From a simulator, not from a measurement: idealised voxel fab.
Presented below is a process module, voxel wiring stack.
Shown is cross-section cut, with a width of 225 nm and square cells of size 5 nm.
Cross-section format: a grid of square cells, given as bands from top to bottom; each band is one or more rows of cells.
A band entry consists of two parts. The first gives the height of the band's top and the height of its bottom, in nm. The rest lists the band's materials from left to right, each with its width in nm. A single material labelled with the word "throughout" fills the band from edge to edge, and the word "air" marks empty space.
The reference from which all heights are counted is 0, the level beneath which the as-received wafer is entirely one material; the lowest band, having no lower bound, proceeds downward and is written after the example "0 -> down".
Quick explanation for "30..40": the width changes in equal steps down the rows of cells, from the first number in the band's top row to the second number in its bottom row.
Reading "same as before" for a step: not a cell of the cross-section changed in it.
"Closed void roster" means: voids of 8 cells or more that are shut off from the top with no open way through. Written width x height at distance, distance from the left edge, in nm.
Heads up: the bit after the settings on a step's line is the simulator's remark on that step.
Each step line may optionally specify "overlay nm", which for a step with a mask gives the rightward distance between the mask's planned place and where it lay, a negative value indicating the leftward direction.
Pairs ahead. Before: cross-section ahead of one process step. After: cross-section once the step is done, shown to the lowest changed band only. Under each pair: that step, with settings. Caution: pairs may come from different runs of this module on the same starting wafer; a pair follows the pair above only where its "Pre-step snapshot" entry says so.
[Pre-step snapshot]
130 -> 120 = aC throughout
120 -> 95 = Ru throughout
95 -> 90 = TiN throughout
90 -> 80 = lowk 15  TiN 5  W 5  TiN 5  lowk 40  TiN 5  W 5  TiN 5  lowk 40  TiN 5  W 5  TiN 5  lowk 40  TiN 5  W 5  TiN 5  lowk 30
80 -> 75 = SiCN 15  TiN 15  SiCN 40  TiN 15  SiCN 40  TiN 15  SiCN 40  TiN 15  SiCN 30
75 -> 65 = Ru throughout
65 -> 60 = TiN 20  Ru 20  TiN 35  Ru 20  TiN 35  Ru 20  TiN 35  Ru 20  TiN 20
60 -> 55 = SiO2 15  TiN 20  Ru 5  TiN 5  SiO2 25  TiN 20  Ru 5  TiN 5  SiO2 25  TiN 20  Ru 5  TiN 5  SiO2 25  TiN 20  Ru 5  TiN 5  SiO2 15
55 -> 40 = SiO2 30  TiN 5  Ru 5  TiN 5  SiO2 40  TiN 5  Ru 5  TiN 5  SiO2 40  TiN 5  Ru 5  TiN 5  SiO2 40  TiN 5  Ru 5  TiN 5  SiO2 15
40 -> 35 = SiCN 30  TiN 15  SiCN 40  TiN 15  SiCN 40  TiN 15  SiCN 40  TiN 15  SiCN 15
35 -> 15 = lowk 10  SiCN 5  W 30  SiCN 5  lowk 15  SiCN 5  W 30  SiCN 5  lowk 15  SiCN 5  W 30  SiCN 5  lowk 15  SiCN 5  W 30  SiCN 5  lowk 10
15 -> 10 = SiCN 15  TiN 30  SiCN 25  TiN 30  SiCN 25  TiN 30  SiCN 25  TiN 30  SiCN 15
10 -> 0 = SiO2 throughout
0 -> down = Si throughout
Closed void roster: none
[Step Result]
155 -> 130 = air 15  resist 30  air 25  resist 30  air 25  resist 30  air 25  resist 30  air 15
below 130: unchanged
Closed void roster: none
The structure goes from the before cross-section above to the after cross-section through PATTERN with tone cover, mask id METAL_3, material resist, width nm 30, pitch nm 55, thk nm 25, overlay nm 0
Pre-step snapshot: The structure entering this step is exactly what the pair just above shows after its step.
[Step Result]
145 -> 130 = air 15  resist 30  air 25  resist 30  air 25  resist 30  air 25  resist 30  air 15
130 -> 120 = air 15  aC 30  air 25  aC 30  air 25  aC 30  air 25  aC 30  air 15
below 120: unchanged
Closed void roster: none
The structure goes from the before cross-section above to the after cross-section through DIRECTIONAL_ETCH with etch materials aC, depth nm 10
Pre-step snapshot: The structure entering this step is exactly what the pair just above shows after its step.
[Step Result]
130 -> 120 = air 15  aC 30  air 25  aC 30  air 25  aC 30  air 25  aC 30  air 15
below 120: unchanged
Closed void roster: none
The structure goes from the before cross-section above to the after cross-section through STRIP with etch materials resist
Pre-step snapshot: The structure entering this step is exactly what the pair just above shows after its step.
[Step Result]
130 -> 120 = air 15  aC 30  air 25  aC 30  air 25  aC 30  air 25  aC 30  air 15
120 -> 95 = air 15  Ru 30  air 25  Ru 30  air 25  Ru 30  air 25  Ru 30  air 15
below 95: unchanged
Closed void roster: none
The structure goes from the before cross-section above to the after cross-section through DIRECTIONAL_ETCH with etch materials Ru, depth nm 25
Pre-step snapshot: The structure entering this step is exactly what the pair just above shows after its step.
[Step Result]
130 -> 120 = air 15  aC 30  air 25  aC 30  air 25  aC 30  air 25  aC 30  air 15
120 -> 95 = air 15  Ru 30  air 25  Ru 30  air 25  Ru 30  air 25  Ru 30  air 15
95 -> 90 = air 15  TiN 30  air 25  TiN 30  air 25  TiN 30  air 25  TiN 30  air 15
below 90: unchanged
Closed void roster: none
The structure goes from the before cross-section above to the after cross-section through DIRECTIONAL_ETCH with etch materials TiN, depth nm 5
Pre-step snapshot: The structure entering this step is exactly what the pair just above shows after its step.
[Step Result]
120 -> 95 = air 15  Ru 30  air 25  Ru 30  air 25  Ru 30  air 25  Ru 30  air 15
below 95: unchanged
Closed void roster: none
The structure goes from the before cross-section above to the after cross-section through STRIP with etch materials aC
Pre-step snapshot: The structure entering this step is exactly what the pair just above shows after its step.
[Step Result]
125 -> 120 = air 10  SiCN 40  air 15  SiCN 40  air 15  SiCN 40  air 15  SiCN 40  air 10
120 -> 95 = air 10  SiCN 5  Ru 30  SiCN 5  air 15  SiCN 5  Ru 30  SiCN 5  air 15  SiCN 5  Ru 30  SiCN 5  air 15  SiCN 5  Ru 30  SiCN 5  air 10
95 -> 90 = SiCN 15  TiN 30  SiCN 25  TiN 30  SiCN 25  TiN 30  SiCN 25  TiN 30  SiCN 15
below 90: unchanged
Closed void roster: none
The structure goes from the before cross-section above to the after cross-section through CONFORMAL_DEP with material SiCN, thk nm 5
Pre-step snapshot: The structure entering this step is exactly what the pair just above shows after its step.
[Step Result]
135 -> 125 = lowk throughout
125 -> 120 = lowk 10  SiCN 40  lowk 15  SiCN 40  lowk 15  SiCN 40  lowk 15  SiCN 40  lowk 10
120 -> 95 = lowk 10  SiCN 5  Ru 30  SiCN 5  lowk 15  SiCN 5  Ru 30  SiCN 5  lowk 15  SiCN 5  Ru 30  SiCN 5  lowk 15  SiCN 5  Ru 30  SiCN 5  lowk 10
below 95: unchanged
Closed void roster: none
The structure goes from the before cross-section above to the after cross-section through FILL_DEP with material lowk, thk nm 10
Pre-step snapshot: The structure entering this step is exactly what the pair just above shows after its step.
[Step Result]
120 -> 95 = lowk 10  SiCN 5  Ru 30  SiCN 5  lowk 15  SiCN 5  Ru 30  SiCN 5  lowk 15  SiCN 5  Ru 30  SiCN 5  lowk 15  SiCN 5  Ru 30  SiCN 5  lowk 10
below 95: unchanged
Closed void roster: none
The structure goes from the before cross-section above to the after cross-section through CMP with height nm 120
Pre-step snapshot: The structure entering this step is exactly what the pair just above shows after its step.
[Step Result]
125 -> 120 = SiN throughout
below 120: unchanged
Closed void roster: none
The structure goes from the before cross-section above to the after cross-section through CONFORMAL_DEP with material SiN, thk nm 5
